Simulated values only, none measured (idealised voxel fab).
This section sets out a process module, namely voxel self aligned vias.
Xsec cut, 200 nm wide, square cell size 5 nm.
Cross-section, as written here: a square-cell grid given band by band from the top down, where a band holds one or more rows of cells.
Top height, bottom height, nm. Materials left to right, width each, nm. Single material + "all across" = fills band edge to edge. "empty" = empty.
The reference from which all heights are counted is 0, the level beneath which the as-received wafer is entirely one material; the lowest band, having no lower bound, proceeds downward and is written after the example "0 and below".
Width: "30..40" (first number = top row, second number = bottom row, same change from row to row of cells).
Take "identical to before" at face value: in the step it is given for, the cross-section changed in none of its cells.
Heads up: "Enclosed internal cavities" only lists the empty pockets with no open path to the top that are 8 cells or more, and it writes them as width x height at distance, distance from the left edge, in nm.
Whatever follows a step's settings on its line is a remark the simulator itself makes about that step.
The line of a step may include "overlay nm". On a step with a mask, this value is how far to the right of its planned place the mask lay. A negative value means the mask lay to the left.
# This section lists the process steps that were planned
1 RECEIVE,material Si
2 CONFORMAL_DEP,material SiO2,thk nm 15
3 CONFORMAL_DEP,material SiCN,thk nm 5
4 DIRECTIONAL_DEP,material SiO2,thk nm 20
5 DIRECTIONAL_DEP,material aC,thk nm 10
6 PATTERN,tone open,mask id LINES,material resist,width nm 20,pitch nm 65,thk nm 25,overlay nm 0
7 DIRECTIONAL_ETCH,etch materials aC,depth nm 10
8 STRIP,etch materials resist
9 DIRECTIONAL_ETCH,etch materials SiO2,depth nm 20
10 STRIP,etch materials aC
11 CONFORMAL_DEP,material TiN,thk nm 5
12 FILL_DEP,material Ru,thk nm 5
13 CMP,height nm 40
14 SELECTIVE_ETCH,etch materials W Ru TiN,depth nm 10
15 FILL_DEP,material SiN,thk nm 5
16 CMP,height nm 40
17 DIRECTIONAL_DEP,material SiO2,thk nm 20
18 PATTERN,tone open,mask id VIAS,material resist,width nm 40,pitch nm 65,thk nm 20,overlay nm 0
19 DIRECTIONAL_ETCH,etch materials SiO2,depth nm 20
20 DIRECTIONAL_ETCH,etch materials SiN,depth nm 10
21 STRIP,etch materials resist
22 CONFORMAL_DEP,material TiN,thk nm 5
23 FILL_DEP,material W,thk nm 10
24 CMP,height nm 60
25 CONFORMAL_DEP,material SiN,thk nm 5
# On the first of the two wafers: run conducted according to plan
# Cross-section of the wafer upon arrival, representing the state reached after step 1
	0 and below: Si all across
	Enclosed internal cavities: none
# Take a look at the wafer's cross-section after step 2
	15 down to 0: SiO2 all across
	Under 0: no change, same as before.
# Take a look at the wafer's cross-section after step 3
	20 down to 15: SiCN all across
	Under 15: no change, same as before.
# Take a look at the wafer's cross-section after step 4
	40 down to 20: SiO2 all across
	Under 20: no change, same as before.
# Take a look at the wafer's cross-section after step 5
	50 down to 40: aC all across
	Under 40: no change, same as before.
# Take a look at the wafer's cross-section after step 6
	75 down to 50: 55 resist, 20 empty, 45 resist, 20 empty, 60 resist
	Under 50: no change, same as before.
# Take a look at the wafer's cross-section after step 7
	65 down to 50: 55 resist, 20 empty, 45 resist, 20 empty, 60 resist
	50 down to 40: 55 aC, 20 empty, 45 aC, 20 empty, 60 aC
	Under 40: no change, same as before.
# Take a look at the wafer's cross-section after step 8
	50 down to 40: 55 aC, 20 empty, 45 aC, 20 empty, 60 aC
	Under 40: no change, same as before.
# Take a look at the wafer's cross-section after step 9
	50 down to 40: 55 aC, 20 empty, 45 aC, 20 empty, 60 aC
	40 down to 20: 55 SiO2, 20 empty, 45 SiO2, 20 empty, 60 SiO2
	Under 20: no change, same as before.
# Take a look at the wafer's cross-section after step 10
	40 down to 20: 55 SiO2, 20 empty, 45 SiO2, 20 empty, 60 SiO2
	Under 20: no change, same as before.
# Take a look at the wafer's cross-section after step 11
	45 down to 40: 60 TiN, 10 empty, 55 TiN, 10 empty, 65 TiN
	40 down to 25: 55 SiO2, 5 TiN, 10 empty, 5 TiN, 45 SiO2, 5 TiN, 10 empty, 5 TiN, 60 SiO2
	25 down to 20: 55 SiO2, 20 TiN, 45 SiO2, 20 TiN, 60 SiO2
	Under 20: no change, same as before.
# Take a look at the wafer's cross-section after step 12
	50 down to 45: Ru all across
	45 down to 40: 60 TiN, 10 Ru, 55 TiN, 10 Ru, 65 TiN
	40 down to 25: 55 SiO2, 5 TiN, 10 Ru, 5 TiN, 45 SiO2, 5 TiN, 10 Ru, 5 TiN, 60 SiO2
	Under 25: no change, same as before.
# Take a look at the wafer's cross-section after step 13
	40 down to 25: 55 SiO2, 5 TiN, 10 Ru, 5 TiN, 45 SiO2, 5 TiN, 10 Ru, 5 TiN, 60 SiO2
	Under 25: no change, same as before.
# Take a look at the wafer's cross-section after step 14
	40 down to 30: 55 SiO2, 20 empty, 45 SiO2, 20 empty, 60 SiO2
	Under 30: no change, same as before.
# Take a look at the wafer's cross-section after step 15
	45 down to 40: SiN all across
	40 down to 30: 55 SiO2, 20 SiN, 45 SiO2, 20 SiN, 60 SiO2
	Under 30: no change, same as before.
# Take a look at the wafer's cross-section after step 16
	40 down to 30: 55 SiO2, 20 SiN, 45 SiO2, 20 SiN, 60 SiO2
	Under 30: no change, same as before.
# Take a look at the wafer's cross-section after step 17
	60 down to 40: SiO2 all across
	Under 40: no change, same as before.
# Take a look at the wafer's cross-section after step 18
	80 down to 60: 45 resist, 40 empty, 25 resist, 40 empty, 50 resist
	Under 60: no change, same as before.
# Take a look at the wafer's cross-section after step 19
	80 down to 60: 45 resist, 40 empty, 25 resist, 40 empty, 50 resist
	60 down to 40: 45 SiO2, 40 empty, 25 SiO2, 40 empty, 50 SiO2
	Under 40: no change, same as before.
# Take a look at the wafer's cross-section after step 20
	80 down to 60: 45 resist, 40 empty, 25 resist, 40 empty, 50 resist
	60 down to 40: 45 SiO2, 40 empty, 25 SiO2, 40 empty, 50 SiO2
	40 down to 30: 55 SiO2, 20 empty, 45 SiO2, 20 empty, 60 SiO2
	Under 30: no change, same as before.
# Take a look at the wafer's cross-section after step 21
	60 down to 40: 45 SiO2, 40 empty, 25 SiO2, 40 empty, 50 SiO2
	Under 40: no change, same as before.
# Take a look at the wafer's cross-section after step 22
	65 down to 60: 50 TiN, 30 empty, 35 TiN, 30 empty, 55 TiN
	60 down to 45: 45 SiO2, 5 TiN, 30 empty, 5 TiN, 25 SiO2, 5 TiN, 30 empty, 5 TiN, 50 SiO2
	45 down to 35: 45..55 SiO2, 15..5 TiN, 10 empty, 15..5 TiN, 25..45 SiO2, 15..5 TiN, 10 empty, 15..5 TiN, 50..60 SiO2
	35 down to 30: 55 SiO2, 20 TiN, 45 SiO2, 20 TiN, 60 SiO2
	Under 30: no change, same as before.
# Take a look at the wafer's cross-section after step 23
	75 down to 65: W all across
	65 down to 60: 50 TiN, 30 W, 35 TiN, 30 W, 55 TiN
	60 down to 45: 45 SiO2, 5 TiN, 30 W, 5 TiN, 25 SiO2, 5 TiN, 30 W, 5 TiN, 50 SiO2
	45 down to 35: 45..55 SiO2, 15..5 TiN, 10 W, 15..5 TiN, 25..45 SiO2, 15..5 TiN, 10 W, 15..5 TiN, 50..60 SiO2
	Under 35: no change, same as before.
# Take a look at the wafer's cross-section after step 24
	60 down to 45: 45 SiO2, 5 TiN, 30 W, 5 TiN, 25 SiO2, 5 TiN, 30 W, 5 TiN, 50 SiO2
	Under 45: no change, same as before.
# Take a look at the wafer's cross-section after step 25
	65 down to 60: SiN all across
	Under 60: no change, same as before.
# second wafer: like start, like plan, one mistake. Through step 10 it matches the first wafer
# X-section, second wafer, when step 11 was due to finish
	45 down to 40: 60 SiN, 10 empty, 55 SiN, 10 empty, 65 SiN
	40 down to 25: 55 SiO2, 5 SiN, 10 empty, 5 SiN, 45 SiO2, 5 SiN, 10 empty, 5 SiN, 60 SiO2
	25 down to 20: 55 SiO2, 20 SiN, 45 SiO2, 20 SiN, 60 SiO2
	Under 20: no change, same as before.
# X-section, second wafer, when step 12 was due to finish
	50 down to 45: Ru all across
	45 down to 40: 60 SiN, 10 Ru, 55 SiN, 10 Ru, 65 SiN
	40 down to 25: 55 SiO2, 5 SiN, 10 Ru, 5 SiN, 45 SiO2, 5 SiN, 10 Ru, 5 SiN, 60 SiO2
	Under 25: no change, same as before.
# X-section, second wafer, when step 13 was due to finish
	40 down to 25: 55 SiO2, 5 SiN, 10 Ru, 5 SiN, 45 SiO2, 5 SiN, 10 Ru, 5 SiN, 60 SiO2
	Under 25: no change, same as before.
# X-section, second wafer, when step 14 was due to finish
	40 down to 30: 55 SiO2, 5 SiN, 10 empty, 5 SiN, 45 SiO2, 5 SiN, 10 empty, 5 SiN, 60 SiO2
	Under 30: no change, same as before.
# X-section, second wafer, when step 15 was due to finish
	45 down to 40: SiN all across
	40 down to 30: 55 SiO2, 20 SiN, 45 SiO2, 20 SiN, 60 SiO2
	Under 30: no change, same as before.
# X-section, second wafer, when step 16 was due to finish
	40 down to 30: 55 SiO2, 20 SiN, 45 SiO2, 20 SiN, 60 SiO2
	Under 30: no change, same as before.
# X-section, second wafer, when step 17 was due to finish
	60 down to 40: SiO2 all across
	Under 40: no change, same as before.
# X-section, second wafer, when step 18 was due to finish
	80 down to 60: 45 resist, 40 empty, 25 resist, 40 empty, 50 resist
	Under 60: no change, same as before.
# X-section, second wafer, when step 19 was due to finish
	80 down to 60: 45 resist, 40 empty, 25 resist, 40 empty, 50 resist
	60 down to 40: 45 SiO2, 40 empty, 25 SiO2, 40 empty, 50 SiO2
	Under 40: no change, same as before.
# X-section, second wafer, when step 20 was due to finish
	80 down to 60: 45 resist, 40 empty, 25 resist, 40 empty, 50 resist
	60 down to 40: 45 SiO2, 40 empty, 25 SiO2, 40 empty, 50 SiO2
	40 down to 30: 55 SiO2, 20 empty, 45 SiO2, 20 empty, 60 SiO2
	Under 30: no change, same as before.
# X-section, second wafer, when step 21 was due to finish
	60 down to 40: 45 SiO2, 40 empty, 25 SiO2, 40 empty, 50 SiO2
	Under 40: no change, same as before.
# X-section, second wafer, when step 22 was due to finish
	65 down to 60: 50 TiN, 30 empty, 35 TiN, 30 empty, 55 TiN
	60 down to 45: 45 SiO2, 5 TiN, 30 empty, 5 TiN, 25 SiO2, 5 TiN, 30 empty, 5 TiN, 50 SiO2
	45 down to 35: 45..55 SiO2, 15..5 TiN, 10 empty, 15..5 TiN, 25..45 SiO2, 15..5 TiN, 10 empty, 15..5 TiN, 50..60 SiO2
	35 down to 30: 55 SiO2, 20 TiN, 45 SiO2, 20 TiN, 60 SiO2
	Under 30: no change, same as before.
# X-section, second wafer, when step 23 was due to finish
	75 down to 65: W all across
	65 down to 60: 50 TiN, 30 W, 35 TiN, 30 W, 55 TiN
	60 down to 45: 45 SiO2, 5 TiN, 30 W, 5 TiN, 25 SiO2, 5 TiN, 30 W, 5 TiN, 50 SiO2
	45 down to 35: 45..55 SiO2, 15..5 TiN, 10 W, 15..5 TiN, 25..45 SiO2, 15..5 TiN, 10 W, 15..5 TiN, 50..60 SiO2
	Under 35: no change, same as before.
# X-section, second wafer, when step 24 was due to finish
	60 down to 45: 45 SiO2, 5 TiN, 30 W, 5 TiN, 25 SiO2, 5 TiN, 30 W, 5 TiN, 50 SiO2
	Under 45: no change, same as before.
# X-section, second wafer, when step 25 was due to finish
	65 down to 60: SiN all across
	Under 60: no change, same as before.
Where did the run depart from the plan? for step 11, the planned setting was not used; the step was instead run as CONFORMAL_DEP,material SiN,thk nm 5
The second wafer ends with more or fewer cells of some materials than the first, per final count: +12 SiN, -12 TiN
